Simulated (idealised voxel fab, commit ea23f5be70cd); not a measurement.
process module | voxel self aligned vias
cross-section cut | 235 nm wide | cells 5 nm
A cross-section is a grid of square cells, given in bands from the top down. A band is one or more rows of cells.
Each band's line starts with the height of the band's top and of its bottom, in nm. Then come its materials from left to right, each with its width in nm. One material with "throughout" fills the band from edge to edge. "air" is empty space.
Height 0 is the level under which the wafer as received is all one material. The lowest band goes on downwards, as in "0 down".
A width such as "30 to 40" changes by the same amount from each row of cells to the next, from the band's top row to its bottom row.
"no change" after a step means that no cell of the cross-section changed.
closed voids: empty space of 8 cells or more with no open way to the top, each as width x height at its distance from the left edge, in nm
after a step's settings: what the simulator itself notes on the step
overlay nm, on a step with a mask: how far to the right of its planned place the mask lay; to the left if negative
plan
1 op RECEIVE | material Si
2 op CONFORMAL_DEP | material SiO2 | thk nm 15
3 op CONFORMAL_DEP | material SiCN | thk nm 5
4 op DIRECTIONAL_DEP | material SiO2 | thk nm 30
5 op MASKED_ETCH | tone open | mask id LINES | width nm 30 | pitch nm 65 | etch materials SiO2 | depth nm 30 | overlay nm 0
6 op CONFORMAL_DEP | material TiN | thk nm 5
7 op FILL_DEP | material Ru | thk nm 10
8 op CMP | height nm 50
9 op SELECTIVE_ETCH | etch materials W Ru TiN | depth nm 5
10 op FILL_DEP | material SiN | thk nm 5
11 op CMP | height nm 50
12 op DIRECTIONAL_DEP | material SiO2 | thk nm 20
13 op DIRECTIONAL_DEP | material aC | thk nm 10
14 op PATTERN | tone open | mask id VIAS | material resist | width nm 40 | pitch nm 65 | thk nm 25 | overlay nm 0
15 op DIRECTIONAL_ETCH | etch materials aC | depth nm 10
16 op STRIP | etch materials resist
17 op DIRECTIONAL_ETCH | etch materials SiO2 | depth nm 20
18 op DIRECTIONAL_ETCH | etch materials SiN | depth nm 5
19 op STRIP | etch materials aC
20 op CONFORMAL_DEP | material TiN | thk nm 5
21 op FILL_DEP | material W | thk nm 5
22 op CMP | height nm 70
23 op CONFORMAL_DEP | material SiN | thk nm 5
as received, after step 1
  0 down: Si throughout
  closed voids: none
first wafer at the end, as planned
  75 to 70: SiN throughout
  70 to 55: SiO2 65 | TiN 5 | W 30 | TiN 5 | SiO2 25 | TiN 5 | W 30 | TiN 5 | SiO2 65
  55 to 50: SiO2 65 | TiN 10 | W 20 | TiN 10 | SiO2 25 | TiN 10 | W 20 | TiN 10 | SiO2 65
  50 to 45: SiO2 70 | TiN 30 | SiO2 35 | TiN 30 | SiO2 70
  45 to 25: SiO2 70 | TiN 5 | Ru 20 | TiN 5 | SiO2 35 | TiN 5 | Ru 20 | TiN 5 | SiO2 70
  25 to 20: SiO2 70 | TiN 30 | SiO2 35 | TiN 30 | SiO2 70
  20 to 15: SiCN throughout
  15 to 0: SiO2 throughout
  0 down: Si throughout
  closed voids: none
second wafer at the end: like start, like plan, one mistake
  75 to 70: SiN throughout
  70 to 50: TiN throughout
  50 to 45: SiO2 70 | SiN 30 | SiO2 35 | SiN 30 | SiO2 70
  45 to 25: SiO2 70 | TiN 5 | Ru 20 | TiN 5 | SiO2 35 | TiN 5 | Ru 20 | TiN 5 | SiO2 70
  25 to 20: SiO2 70 | TiN 30 | SiO2 35 | TiN 30 | SiO2 70
  20 to 15: SiCN throughout
  15 to 0: SiO2 throughout
  0 down: Si throughout
  closed voids: none
what went wrong: step 12 ran as: op DIRECTIONAL_DEP | material TiN | thk nm 20
at the end the second wafer has, in cells: 12 more of SiN | 124 fewer of SiO2 | 156 more of TiN | 44 fewer of W
